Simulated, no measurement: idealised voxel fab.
The following is a process module called voxel fin reveal.
Section cut is 275 nm wide and gridded with 5 nm square cells.
In what follows, cross-sections appear as grids of square cells, described through bands that run from the top down, where every band is one or more rows of cells.
Basically the band line says how high the top is and how high the bottom is, in nm, and then what's in it from left to right, every material with its width in nm. Empty space shows up as "empty", and if a single material carries "all across" it runs the full band edge to edge.
Note: height 0 marks the level under which the wafer is uniformly one material as received. Lowest band unbounded below, written "0 and below".
With a width like "30 to 40", each row of cells in the band differs from the next by the same amount, the top row carrying the first number and the bottom row the second.
A step reported as "remained the same" is a step in which no cell of the cross-section changed.
"Cavities, sealed" means: voids of 8 cells or more that are shut off from the top with no open way through. Written width x height at distance, distance from the left edge, in nm.
Text after the settings on a step's line: the simulator's own remark on that step.
Each step line may optionally specify "overlay nm", which for a step with a mask gives the rightward distance between the mask's planned place and where it lay, a negative value indicating the leftward direction.
Process steps (planned)
1 RECEIVE,material Si
2 CONFORMAL_DEP,material SiN,thk nm 5
3 MASKED_ETCH,tone cover,mask id FINS,width nm 15,pitch nm 40,etch materials SiN,depth nm 5,overlay nm 0
4 MASKED_ETCH,tone cover,mask id FINS,width nm 15,pitch nm 40,etch materials Si,depth nm 35,overlay nm 0
5 FILL_DEP,material SiO2,thk nm 10
6 CMP,height nm 5
7 SELECTIVE_ETCH,etch materials SiO2,depth nm 25
8 STRIP,etch materials SiN
9 CONFORMAL_DEP,material HfO2,thk nm 5
The first of a set of two wafers, run to plan
Cross-section of the wafer upon arrival, representing the state reached after step 1
* 0 and below: Si all across
* Cavities, sealed: none
Cross-section: wafer state after step 2
* 5 down to 0: SiN all across
* Below 0 it's all the same as before, nothing changed down there.
Cross-section: wafer state after step 3
* 5 down to 0: empty 110 nm, SiN 15 nm, empty 25 nm, SiN 15 nm, empty 110 nm
* Below 0 it's all the same as before, nothing changed down there.
Cross-section: wafer state after step 4
* 5 down to 0: empty 110 nm, SiN 15 nm, empty 25 nm, SiN 15 nm, empty 110 nm
* 0 down to -35: empty 110 nm, Si 15 nm, empty 25 nm, Si 15 nm, empty 110 nm
* Below -35 it's all the same as before, nothing changed down there.
Cross-section: wafer state after step 5
* 15 down to 5: SiO2 all across
* 5 down to 0: SiO2 110 nm, SiN 15 nm, SiO2 25 nm, SiN 15 nm, SiO2 110 nm
* 0 down to -35: SiO2 110 nm, Si 15 nm, SiO2 25 nm, Si 15 nm, SiO2 110 nm
* Below -35 it's all the same as before, nothing changed down there.
Cross-section: wafer state after step 6
* 5 down to 0: SiO2 110 nm, SiN 15 nm, SiO2 25 nm, SiN 15 nm, SiO2 110 nm
* Below 0 it's all the same as before, nothing changed down there.
Cross-section: wafer state after step 7
* 5 down to 0: empty 110 nm, SiN 15 nm, empty 25 nm, SiN 15 nm, empty 110 nm
* 0 down to -20: empty 110 nm, Si 15 nm, empty 25 nm, Si 15 nm, empty 110 nm
* Below -20 it's all the same as before, nothing changed down there.
Cross-section: wafer state after step 8
* 0 down to -20: empty 110 nm, Si 15 nm, empty 25 nm, Si 15 nm, empty 110 nm
* Below -20 it's all the same as before, nothing changed down there.
Cross-section: wafer state after step 9
* 5 down to 0: empty 105 nm, HfO2 25 nm, empty 15 nm, HfO2 25 nm, empty 105 nm
* 0 down to -15: empty 105 nm, HfO2 5 nm, Si 15 nm, HfO2 5 nm, empty 15 nm, HfO2 5 nm, Si 15 nm, HfO2 5 nm, empty 105 nm
* -15 down to -20: HfO2 110 nm, Si 15 nm, HfO2 25 nm, Si 15 nm, HfO2 110 nm
* Below -20 it's all the same as before, nothing changed down there.
Okay, second wafer. Nothing different at the start, nothing different in the plan, just one mistake somewhere in the running. As far as step 3, counting that step, it's the first wafer all over again
Cross-section of the second wafer at the time by which step 4 should have been completed according to the plan
* 5 down to 0: empty 110 nm, SiN 15 nm, empty 25 nm, SiN 15 nm, empty 110 nm
* 0 down to -70: empty 110 nm, Si 15 nm, empty 25 nm, Si 15 nm, empty 110 nm
* Below -70 it's all the same as before, nothing changed down there.
Cross-section of the second wafer at the time by which step 5 should have been completed according to the plan
* 15 down to 5: SiO2 all across
* 5 down to 0: SiO2 110 nm, SiN 15 nm, SiO2 25 nm, SiN 15 nm, SiO2 110 nm
* 0 down to -70: SiO2 110 nm, Si 15 nm, SiO2 25 nm, Si 15 nm, SiO2 110 nm
* Below -70 it's all the same as before, nothing changed down there.
Cross-section of the second wafer at the time by which step 6 should have been completed according to the plan
* 5 down to 0: SiO2 110 nm, SiN 15 nm, SiO2 25 nm, SiN 15 nm, SiO2 110 nm
* Below 0 it's all the same as before, nothing changed down there.
Cross-section of the second wafer at the time by which step 7 should have been completed according to the plan
* 5 down to 0: empty 110 nm, SiN 15 nm, empty 25 nm, SiN 15 nm, empty 110 nm
* 0 down to -20: empty 110 nm, Si 15 nm, empty 25 nm, Si 15 nm, empty 110 nm
* Below -20 it's all the same as before, nothing changed down there.
Cross-section of the second wafer at the time by which step 8 should have been completed according to the plan
* 0 down to -20: empty 110 nm, Si 15 nm, empty 25 nm, Si 15 nm, empty 110 nm
* Below -20 it's all the same as before, nothing changed down there.
Cross-section of the second wafer at the time by which step 9 should have been completed according to the plan
* 5 down to 0: empty 105 nm, HfO2 25 nm, empty 15 nm, HfO2 25 nm, empty 105 nm
* 0 down to -15: empty 105 nm, HfO2 5 nm, Si 15 nm, HfO2 5 nm, empty 15 nm, HfO2 5 nm, Si 15 nm, HfO2 5 nm, empty 105 nm
* -15 down to -20: HfO2 110 nm, Si 15 nm, HfO2 25 nm, Si 15 nm, HfO2 110 nm
* Below -20 it's all the same as before, nothing changed down there.
Plan not followed: step 4 in the plan was executed twice
Once processing is complete, comparing cell counts shows that the second wafer has more or fewer of certain materials than the first: Si: 343 fewer; SiO2: 343 more
